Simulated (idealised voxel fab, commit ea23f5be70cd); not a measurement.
Process module in this document: voxel gate over fins
cross-section cut | 235 nm wide | cells 5 nm
Think of the cross-section as a grid of square cells. We describe it in bands, top to bottom, and each band covers one or more rows of those cells. It is stipulated that each band's entry specify, in nanometres, the height of the top of the band and then that of its bottom, followed by the materials of the band in left-to-right sequence, each together with its width in nanometres. A single material marked by the word "full width" is understood to fill the band from edge to edge; the word "blank" is understood to denote empty space. Heights are expressed relative to 0, this being the level below which the as-received wafer comprises one material exclusively. The lowest band is unbounded in the downward direction and is denoted as in "z 0 and below". You'd read "30..40" like this: the band's top row of cells is as wide as the first number, its bottom row is as wide as the second, and going down, every row changes width by the same amount as the row before did. For the purposes of this document, the phrase "identical to before" attached to a step denotes that no cell within the cross-section was modified by that step. Empty spaces counting at least 8 cells and having no open way to the top are listed in "Fully closed voids". The notation width x height at distance is used for each, the distance being from the left edge and all three values in nm. Formally, on a step line, whatever follows the settings is a remark that the simulator itself makes on the step. A step's line can hold "overlay nm"; with a mask on that step, the setting says how far right of the planned place the mask lay, while a negative setting says it lay to the left.
The steps planned for the process are as follows:
1: RECEIVE,material Si
2: CONFORMAL_DEP,material SiN,thk nm 5
3: PATTERN,tone cover,mask id FINS,material resist,width nm 15,pitch nm 35,thk nm 15,overlay nm 0
4: DIRECTIONAL_ETCH,etch materials SiN,depth nm 5
5: DIRECTIONAL_ETCH,etch materials Si,depth nm 35
6: STRIP,etch materials resist
7: FILL_DEP,material SiO2,thk nm 5
8: CMP,height nm 5
9: SELECTIVE_ETCH,etch materials SiO2,depth nm 15
10: STRIP,etch materials SiN
11: CONFORMAL_DEP,material HfO2,thk nm 5
12: CONFORMAL_DEP,material TiN,thk nm 5
13: FILL_DEP,material W,thk nm 10
14: CMP,height nm 15
15: CONFORMAL_DEP,material SiN,thk nm 5
This is the cross-section of the wafer as we received it, i.e. after step 1:
* z 0 and below  Si full width
* Fully closed voids: none
First of two wafers, end-of-module section, run followed plan:
* z 20 to 15  SiN full width
* z 15 to 10  W full width
* z 10 to 5  65 W, 105 TiN, 65 W
* z 5 to 0  65 W, 5 TiN, 25 HfO2, 10 TiN, 25 HfO2, 10 TiN, 25 HfO2, 5 TiN, 65 W
* z 0 to -5  70 TiN, 5 HfO2, 15 Si, 5 HfO2, 10 TiN, 5 HfO2, 15 Si, 5 HfO2, 10 TiN, 5 HfO2, 15 Si, 5 HfO2, 70 TiN
* z -5 to -10  75 HfO2, 15 Si, 20 HfO2, 15 Si, 20 HfO2, 15 Si, 75 HfO2
* z -10 to -35  75 SiO2, 15 Si, 20 SiO2, 15 Si, 20 SiO2, 15 Si, 75 SiO2
* z -35 and below  Si full width
* Fully closed voids: none
Second wafer through the module, sectioned at the end: same beginning and same plan as the first wafer, with one mistake in carrying it out:
* z 20 to 15  SiN full width
* z 15 to 5  TiN full width
* z 5 to 0  70 TiN, 25 HfO2, 10 TiN, 25 HfO2, 10 TiN, 25 HfO2, 70 TiN
* z 0 to -5  70 TiN, 5 HfO2, 15 Si, 5 HfO2, 10 TiN, 5 HfO2, 15 Si, 5 HfO2, 10 TiN, 5 HfO2, 15 Si, 5 HfO2, 70 TiN
* z -5 to -10  75 HfO2, 15 Si, 20 HfO2, 15 Si, 20 HfO2, 15 Si, 75 HfO2
* z -10 to -35  75 SiO2, 15 Si, 20 SiO2, 15 Si, 20 SiO2, 15 Si, 75 SiO2
* z -35 and below  Si full width
* Fully closed voids: none
In executing the process, a mistake was made relative to the plan: step 13 ran as: FILL_DEP,material TiN,thk nm 10
Counted in cells at the end, the second wafer holds more or fewer of these materials than the first: 99 more of TiN, 99 fewer of W
